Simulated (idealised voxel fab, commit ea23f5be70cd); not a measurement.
Process module under the name voxel capacitor over wiring
It is cross-section cut that appears here, measuring 300 nm in width, its square cells being 5 nm in size.
Throughout this document, each cross-section is represented as a grid of square cells and is presented as a sequence of bands enumerated from the top downward, where a band comprises one or more rows of cells.
Band: top height; bottom height; in nm. Then, left to right: material with width in nm, for each material. "everywhere": a single material spanning edge to edge. "air": empty space.
Counting heights begins at 0, where everything beneath is, in the wafer as received, one material. The lowest band has no bottom; it goes on downwards, as "from 0 down" shows.
Quick explanation for "30 to 40": the width changes in equal steps down the rows of cells, from the first number in the band's top row to the second number in its bottom row.
Key: "all unchanged" - step with no changed cell in the cross-section.
"Closed void table": sealed empty spaces, 8 cells or more, no open way to top, listed width x height at distance, with distance from the left edge and width, height and distance in nm.
Past the settings on a step's line: simulator remark, on that step.
A step's line can hold "overlay nm"; with a mask on that step, the setting says how far right of the planned place the mask lay, while a negative setting says it lay to the left.

Here's what the planned process steps look like
1. RECEIVE: material Si
2. CONFORMAL_DEP: material SiO2, thk nm 10
3. DIRECTIONAL_DEP: material TiN, thk nm 5
4. DIRECTIONAL_DEP: material W, thk nm 20
5. DIRECTIONAL_DEP: material aC, thk nm 10
6. PATTERN: tone cover, mask id METAL_1, material resist, width nm 20, pitch nm 85, thk nm 30, overlay nm 0
7. DIRECTIONAL_ETCH: etch materials aC, depth nm 10
8. STRIP: etch materials resist
9. DIRECTIONAL_ETCH: etch materials W, depth nm 20
10. DIRECTIONAL_ETCH: etch materials TiN, depth nm 5
11. STRIP: etch materials aC
12. CONFORMAL_DEP: material SiN, thk nm 5
13. FILL_DEP: material lowk, thk nm 10
14. CMP: height nm 35
15. CONFORMAL_DEP: material SiCN, thk nm 5
16. DIRECTIONAL_DEP: material SiO2, thk nm 20
17. MASKED_ETCH: tone open, mask id PLUG_1, width nm 15, etch materials SiO2, depth nm 20, overlay nm 0
18. MASKED_ETCH: tone open, mask id PLUG_1, width nm 15, etch materials SiCN, depth nm 5, overlay nm 0
19. CONFORMAL_DEP: material TiN, thk nm 5
20. FILL_DEP: material Cu, thk nm 5
21. CMP: height nm 60
22. DIRECTIONAL_DEP: material TiN, thk nm 5
23. DIRECTIONAL_DEP: material Al2O3, thk nm 5
24. DIRECTIONAL_DEP: material TiN, thk nm 10
25. DIRECTIONAL_DEP: material aC, thk nm 15
26. PATTERN: tone cover, mask id UPPER_PLATE, material resist, width nm 70, thk nm 35, overlay nm 0
27. DIRECTIONAL_ETCH: etch materials aC, depth nm 15
28. STRIP: etch materials resist
29. DIRECTIONAL_ETCH: etch materials TiN, depth nm 10
30. DIRECTIONAL_ETCH: etch materials Al2O3, depth nm 5
31. STRIP: etch materials aC
32. DIRECTIONAL_DEP: material aC, thk nm 10
33. PATTERN: tone cover, mask id LOWER_PLATE, material resist, width nm 80, thk nm 30, overlay nm 0
34. DIRECTIONAL_ETCH: etch materials aC, depth nm 10
35. STRIP: etch materials resist
36. DIRECTIONAL_ETCH: etch materials TiN, depth nm 5
37. STRIP: etch materials aC
38. FILL_DEP: material SiO2, thk nm 15
39. CMP: height nm 90
40. PATTERN: tone open, mask id PLUG_2, material resist, width nm 15, thk nm 20, overlay nm 0
41. DIRECTIONAL_ETCH: etch materials SiO2, depth nm 10
42. STRIP: etch materials resist
43. CONFORMAL_DEP: material TiN, thk nm 5
44. FILL_DEP: material Ru, thk nm 5
45. CMP: height nm 90
46. CONFORMAL_DEP: material SiN, thk nm 5
The value of width nm given for step 40 in the plan refers to the first wafer; the wafers vary in this setting and are alike at the start.

First of several wafers, received after step 1, in cross-section
    from 0 down | Si everywhere
    Closed void table: none

First wafer at the end, after step 46
    from 95 to 90 | SiN everywhere
    from 90 to 85 | SiO2 (110)  TiN (5)  Ru (5)  TiN (5)  SiO2 (175)
    from 85 to 80 | SiO2 (110)  TiN (15)  SiO2 (175)
    from 80 to 70 | SiO2 (100)  TiN (70)  SiO2 (130)
    from 70 to 65 | SiO2 (100)  Al2O3 (70)  SiO2 (130)
    from 65 to 60 | SiO2 (95)  TiN (80)  SiO2 (125)
    from 60 to 40 | SiO2 (100)  TiN (5)  Cu (5)  TiN (5)  SiO2 (185)
    from 40 to 35 | SiCN (100)  TiN (15)  SiCN (185)
    from 35 to 15 | lowk (90)  SiN (5)  W (20)  SiN (5)  lowk (55)  SiN (5)  W (20)  SiN (5)  lowk (95)
    from 15 to 10 | SiN (95)  TiN (20)  SiN (65)  TiN (20)  SiN (100)
    from 10 to 0 | SiO2 everywhere
    from 0 down | Si everywhere
    Closed void table: none

Cross-section, module end, final of several wafers
    from 95 to 90 | SiN everywhere
    from 90 to 85 | SiO2 (105)  TiN (5)  Ru (20)  TiN (5)  SiO2 (165)
    from 85 to 80 | SiO2 (105)  TiN (30)  SiO2 (165)
    from 80 to 70 | SiO2 (100)  TiN (70)  SiO2 (130)
    from 70 to 65 | SiO2 (100)  Al2O3 (70)  SiO2 (130)
    from 65 to 60 | SiO2 (95)  TiN (80)  SiO2 (125)
    from 60 to 40 | SiO2 (100)  TiN (5)  Cu (5)  TiN (5)  SiO2 (185)
    from 40 to 35 | SiCN (100)  TiN (15)  SiCN (185)
    from 35 to 15 | lowk (90)  SiN (5)  W (20)  SiN (5)  lowk (55)  SiN (5)  W (20)  SiN (5)  lowk (95)
    from 15 to 10 | SiN (95)  TiN (20)  SiN (65)  TiN (20)  SiN (100)
    from 10 to 0 | SiO2 everywhere
    from 0 down | Si everywhere
    Closed void table: none

Per-wafer rows below. For each material: cells gained (+) or lost (-) since the wafer was received, as of end of module. Then: closed voids
width nm 15; +14 Al2O3; +4 Cu; +1 Ru; +57 SiCN; +128 SiN; +644 SiO2; +68 TiN; +32 W; +192 lowk; Closed void table: none
width nm 20; +14 Al2O3; +4 Cu; +2 Ru; +57 SiCN; +128 SiN; +642 SiO2; +69 TiN; +32 W; +192 lowk; Closed void table: none
width nm 25; +14 Al2O3; +4 Cu; +3 Ru; +57 SiCN; +128 SiN; +640 SiO2; +70 TiN; +32 W; +192 lowk; Closed void table: none
width nm 30; +14 Al2O3; +4 Cu; +4 Ru; +57 SiCN; +128 SiN; +638 SiO2; +71 TiN; +32 W; +192 lowk; Closed void table: none
